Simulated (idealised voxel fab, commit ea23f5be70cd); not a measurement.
process module | voxel released beams
cross-section cut | 235 nm wide | cells 5 nm
A cross-section is a grid of square cells, given in bands from the top down. A band is one or more rows of cells.
Each band's line starts with the height of the band's top and of its bottom, in nm. Then come its materials from left to right, each with its width in nm. One material with "throughout" fills the band from edge to edge. "air" is empty space.
Height 0 is the level under which the wafer as received is all one material. The lowest band goes on downwards, as in "0 down".
A width such as "30 to 40" changes by the same amount from each row of cells to the next, from the band's top row to its bottom row.
"no change" after a step means that no cell of the cross-section changed.
closed voids: empty space of 8 cells or more with no open way to the top, each as width x height at its distance from the left edge, in nm
after a step's settings: what the simulator itself notes on the step
overlay nm, on a step with a mask: how far to the right of its planned place the mask lay; to the left if negative
plan
1 op RECEIVE | material Si
2 op CONFORMAL_DEP | material SiN | thk nm 10
3 op DIRECTIONAL_DEP | material SiO2 | thk nm 15
4 op DIRECTIONAL_DEP | material aC | thk nm 10
5 op PATTERN | tone open | mask id ANCHOR | material resist | width nm 35 | thk nm 25 | overlay nm 0
6 op DIRECTIONAL_ETCH | etch materials aC | depth nm 10
7 op STRIP | etch materials resist
8 op DIRECTIONAL_ETCH | etch materials SiO2 | depth nm 15
9 op STRIP | etch materials aC
10 op CONFORMAL_DEP | material TiN | thk nm 10
11 op DIRECTIONAL_DEP | material aC | thk nm 15
12 op PATTERN | tone cover | mask id BEAM | material resist | width nm 80 | thk nm 30 | overlay nm 0
13 op DIRECTIONAL_ETCH | etch materials aC | depth nm 15
14 op STRIP | etch materials resist
15 op DIRECTIONAL_ETCH | etch materials TiN | depth nm 10
16 op STRIP | etch materials aC
17 op STRIP | etch materials SiO2
varied across the wafers: width nm of step 12. The plan shows the first wafer's value. All wafers start alike
first wafer as received, after step 1
  0 down: Si throughout
  closed voids: none
first wafer at the end, after step 17
  35 to 25: air 75 | TiN 10 | air 15 | TiN 55 | air 80
  25 to 20: air 75 | TiN 10 | air 15 | TiN 10 | air 125
  20 to 10: air 75 | TiN 35 | air 125
  10 to 0: SiN throughout
  0 down: Si throughout
  closed voids: none
last wafer at the end
  35 to 25: air 65 | TiN 20 | air 15 | TiN 70 | air 65
  25 to 20: air 75 | TiN 10 | air 15 | TiN 10 | air 125
  20 to 10: air 75 | TiN 35 | air 125
  10 to 0: SiN throughout
  0 down: Si throughout
  closed voids: none
each wafer at the end: cells of each material gained (+) or lost (-) since it was received, then its closed voids
width nm 80 | +94 SiN | +44 TiN | closed voids: none
width nm 85 | +94 SiN | +46 TiN | closed voids: none
width nm 90 | +94 SiN | +48 TiN | closed voids: none
width nm 95 | +94 SiN | +50 TiN | closed voids: none
width nm 100 | +94 SiN | +52 TiN | closed voids: none
width nm 105 | +94 SiN | +54 TiN | closed voids: none
